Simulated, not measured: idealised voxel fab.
process module | voxel double patterning
cross-section cut | 160 nm wide | cells 5 nm
A cross-section is a grid of square cells, given in bands from the top down. A band is one or more rows of cells.
Each band's line starts with the height of the band's top and of its bottom, in nm. Then come its materials from left to right, each with its width in nm. One material with "throughout" fills the band from edge to edge. "air" is empty space.
Height 0 is the level under which the wafer as received is all one material. The lowest band goes on downwards, as in "0 down".
A width such as "30 to 40" changes by the same amount from each row of cells to the next, from the band's top row to its bottom row.
"no change" after a step means that no cell of the cross-section changed.
closed voids: empty space of 8 cells or more with no open way to the top, each as width x height at its distance from the left edge, in nm
after a step's settings: what the simulator itself notes on the step
overlay nm, on a step with a mask: how far to the right of its planned place the mask lay; to the left if negative
plan
1 op RECEIVE | material Si
2 op CONFORMAL_DEP | material SiO2 | thk nm 10
3 op DIRECTIONAL_DEP | material W | thk nm 10
4 op DIRECTIONAL_DEP | material SiN | thk nm 5
5 op DIRECTIONAL_DEP | material aC | thk nm 15
6 op PATTERN | tone open | mask id FIRST | material resist | width nm 15 | pitch nm 50 | thk nm 35 | overlay nm 0
7 op DIRECTIONAL_ETCH | etch materials aC | depth nm 15
8 op STRIP | etch materials resist
9 op DIRECTIONAL_ETCH | etch materials SiN | depth nm 5
10 op STRIP | etch materials aC
11 op DIRECTIONAL_DEP | material aC | thk nm 10
12 op PATTERN | tone open | mask id SECOND | material resist | width nm 15 | thk nm 30 | overlay nm 0
13 op DIRECTIONAL_ETCH | etch materials aC | depth nm 10
14 op STRIP | etch materials resist
15 op DIRECTIONAL_ETCH | etch materials SiN | depth nm 5
16 op STRIP | etch materials aC
17 op DIRECTIONAL_ETCH | etch materials W | depth nm 10
18 op STRIP | etch materials SiN
as received, after step 1
  0 down: Si throughout
  closed voids: none
a wafer at the end: this start, this plan, one mistake
  25 to 15: W 45 | air 15 | W 10 | air 15 | W 10 | air 15 | W 50
  15 to 0: SiO2 throughout
  0 down: Si throughout
  closed voids: none
what went wrong: step 2 ran as: op CONFORMAL_DEP | material SiO2 | thk nm 15
